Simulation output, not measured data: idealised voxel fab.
The process module presented herein is designated voxel self aligned vias.
Displayed cross-section: cut, width of 190 nm, square cells sized 5 nm.
Heads up, the way a cross-section reads in here is a grid of square cells, handed over as bands from the top down, with every band being one or more rows of cells. What a band's entry tells you: where the top is and where the bottom is, as heights in nm, and after that what lies inside, material by material from left to right, each with its width in nm. Empty space is written as the word "empty", and a single material marked with the word "edge to edge" occupies the band from edge to edge. All heights in this document are referenced to 0, defined as the level beneath which the wafer, as received, consists entirely of one material. The lowest band is not bounded below; it extends indefinitely downward and is written in the form "0 and below". Think of "30..40" as a width that walks from the first number to the second as you go down the band, top row to bottom row, taking equal-sized steps from row to row. Where a step carries "nothing was modified", the cross-section came out of it unchanged, cell for cell. In "Encapsulated voids" the enclosed voids are listed, meaning empty spaces of 8 cells or larger without any opening to the top. The form is width x height at distance, distance from the left edge, units nm. Formally, on a step line, whatever follows the settings is a remark that the simulator itself makes on the step. Steps that use a mask can have "overlay nm" on their line. It says how far the mask sat to the right of where it was meant to be. Negative means to the left.

## Listed below are the process steps as planned
1: RECEIVE (material Si)
2: CONFORMAL_DEP (material SiO2; thk nm 10)
3: CONFORMAL_DEP (material SiCN; thk nm 5)
4: DIRECTIONAL_DEP (material lowk; thk nm 20)
5: PATTERN (tone open; mask id LINES; material resist; width nm 25; pitch nm 65; thk nm 20; overlay nm 0)
6: DIRECTIONAL_ETCH (etch materials lowk; depth nm 20)
7: STRIP (etch materials resist)
8: CONFORMAL_DEP (material TiN; thk nm 5)
9: FILL_DEP (material Ru; thk nm 10)
10: CMP (height nm 35)
11: SELECTIVE_ETCH (etch materials W Ru TiN; depth nm 5)
12: FILL_DEP (material SiN; thk nm 5)
13: CMP (height nm 35)
14: DIRECTIONAL_DEP (material lowk; thk nm 20)
15: MASKED_ETCH (tone open; mask id VIAS; width nm 25; etch materials lowk; depth nm 20; overlay nm 0)
16: MASKED_ETCH (tone open; mask id VIAS; width nm 35; etch materials SiN; depth nm 5; overlay nm 0)
17: CONFORMAL_DEP (material TiN; thk nm 5)
18: FILL_DEP (material Ru; thk nm 5)
19: CMP (height nm 55)
20: CONFORMAL_DEP (material SiCN; thk nm 5)
Same starting wafers, different width nm at step 15. Plan value belongs to the first wafer.

## As received, i.e. after step 1: cross-section through the first of several wafers
* 0 and below = Si edge to edge
* Encapsulated voids: none

## each wafer at the end: cells of each material gained (+) or lost (-) since it was received, then its closed voids
width nm 25; +24 Ru; +76 SiCN; +5 SiN; +76 SiO2; +31 TiN; +244 lowk; Encapsulated voids: none
width nm 30; +27 Ru; +76 SiCN; +5 SiN; +76 SiO2; +32 TiN; +240 lowk; Encapsulated voids: none
width nm 35; +30 Ru; +76 SiCN; +5 SiN; +76 SiO2; +33 TiN; +236 lowk; Encapsulated voids: none
width nm 40; +33 Ru; +76 SiCN; +5 SiN; +76 SiO2; +34 TiN; +232 lowk; Encapsulated voids: none
width nm 45; +36 Ru; +76 SiCN; +5 SiN; +76 SiO2; +35 TiN; +228 lowk; Encapsulated voids: none
width nm 50; +39 Ru; +76 SiCN; +5 SiN; +76 SiO2; +36 TiN; +224 lowk; Encapsulated voids: none
